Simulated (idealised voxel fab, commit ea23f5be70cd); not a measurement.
This section sets out a process module, namely voxel self aligned contacts.
The cross-section shown here is cut; it is 270 nm wide and divided into square cells measuring 5 nm on a side.
When this document writes out a cross-section, it uses a grid of square cells and lists it as bands, beginning at the top and moving down, with a band standing for one or more rows of cells.
It is stipulated that each band's entry specify, in nanometres, the height of the top of the band and then that of its bottom, followed by the materials of the band in left-to-right sequence, each together with its width in nanometres. A single material marked by the word "throughout" is understood to fill the band from edge to edge; the word "empty" is understood to denote empty space.
Where do heights start? At 0: under that level the wafer as delivered is made of one material only. And the lowest band has no floor; it just carries on downward, as in "0 and below".
Quick explanation for "30->40": the width changes in equal steps down the rows of cells, from the first number in the band's top row to the second number in its bottom row.
Take "remained unchanged" at face value: in the step it is given for, the cross-section changed in none of its cells.
Closed empty spaces (no open way to the top) of 8 cells or more are what "Voids lacking openings" lists, each as width x height at distance from the left edge, nm for all three.
Text after the settings on a step's line: the simulator's own remark on that step.
A step line may carry the setting "overlay nm", which, for steps involving a mask, states the distance by which the mask lay to the right of its intended position; negative values denote displacement to the left.
Process steps - plan
step 1: RECEIVE (material Si)
step 2: OXIDIZE (depth nm 5)
step 3: DIRECTIONAL_DEP (material polySi; thk nm 30)
step 4: DIRECTIONAL_DEP (material SiN; thk nm 20)
step 5: DIRECTIONAL_DEP (material aC; thk nm 10)
step 6: PATTERN (tone cover; mask id GATE; material resist; width nm 35; pitch nm 70; thk nm 25; overlay nm 0)
step 7: DIRECTIONAL_ETCH (etch materials aC; depth nm 10)
step 8: STRIP (etch materials resist)
step 9: DIRECTIONAL_ETCH (etch materials SiN; depth nm 20)
step 10: DIRECTIONAL_ETCH (etch materials polySi; depth nm 30)
step 11: STRIP (etch materials aC)
step 12: CONFORMAL_DEP (material SiN; thk nm 10)
step 13: DIRECTIONAL_ETCH (etch materials SiN; depth nm 10)
step 14: FILL_DEP (material SiO2; thk nm 15)
step 15: CMP (height nm 60)
step 16: PATTERN (tone open; mask id CONTACT; material resist; width nm 45; pitch nm 70; thk nm 15; overlay nm 0)
step 17: DIRECTIONAL_ETCH (etch materials SiO2; depth nm 65)
step 18: STRIP (etch materials resist)
step 19: CONFORMAL_DEP (material TiN; thk nm 5)
step 20: FILL_DEP (material Ru; thk nm 5)
step 21: CMP (height nm 60)
step 22: CONFORMAL_DEP (material SiN; thk nm 5)
Received-state cross-section, reflecting completion of step 1
    0 and below = Si throughout
    Voids lacking openings: none
Looking at the first of two wafers in cross-section at end of module - ran to plan
    65 down to 60 = SiN throughout
    60 down to 50 = SiO2 75 nm | TiN 5->20 nm | Ru 35->5 nm | TiN 5->20 nm | SiO2 25 nm | TiN 5->20 nm | Ru 35->5 nm | TiN 5->20 nm | SiO2 80 nm
    50 down to 30 = SiO2 35 nm | SiN 55 nm | TiN 5 nm | Ru 5 nm | TiN 5 nm | SiN 55 nm | TiN 5 nm | Ru 5 nm | TiN 5 nm | SiN 55 nm | SiO2 40 nm
    30 down to 0 = SiO2 35 nm | SiN 10 nm | polySi 35 nm | SiN 10 nm | TiN 5 nm | Ru 5 nm | TiN 5 nm | SiN 10 nm | polySi 35 nm | SiN 10 nm | TiN 5 nm | Ru 5 nm | TiN 5 nm | SiN 10 nm | polySi 35 nm | SiN 10 nm | SiO2 40 nm
    0 down to -5 = SiO2 90 nm | TiN 15 nm | SiO2 55 nm | TiN 15 nm | SiO2 95 nm
    -5 and below = Si throughout
    Voids lacking openings: none
Presented here is a cross-section of the second of the two wafers as it stood at the end of the module. It was started in the same manner and assigned the same plan as the first wafer; however, one mistake was made in its execution
    65 down to 60 = SiN throughout
    60 down to 50 = SiO2 75 nm | TiN 5->20 nm | Ru 35->5 nm | TiN 5->20 nm | SiO2 25 nm | TiN 5->20 nm | Ru 35->5 nm | TiN 5->20 nm | SiO2 80 nm
    50 down to 30 = SiO2 35 nm | SiN 55 nm | TiN 5 nm | Ru 5 nm | TiN 5 nm | SiN 55 nm | TiN 5 nm | Ru 5 nm | TiN 5 nm | SiN 55 nm | SiO2 40 nm
    30 down to 5 = SiO2 35 nm | SiN 10 nm | polySi 35 nm | SiN 10 nm | TiN 5 nm | Ru 5 nm | TiN 5 nm | SiN 10 nm | polySi 35 nm | SiN 10 nm | TiN 5 nm | Ru 5 nm | TiN 5 nm | SiN 10 nm | polySi 35 nm | SiN 10 nm | SiO2 40 nm
    5 down to 0 = SiO2 35 nm | SiN 10 nm | polySi 35 nm | SiN 10 nm | TiN 15 nm | SiN 10 nm | polySi 35 nm | SiN 10 nm | TiN 15 nm | SiN 10 nm | polySi 35 nm | SiN 10 nm | SiO2 40 nm
    0 and below = Si throughout
    Voids lacking openings: none
Diagnosis: the run left out plan step 2 entirely, so it was never executed
Final wafer comparison in cells, second versus first, more or fewer per material: 2 fewer of Ru; 54 more of Si; 48 fewer of SiO2; 4 fewer of TiN
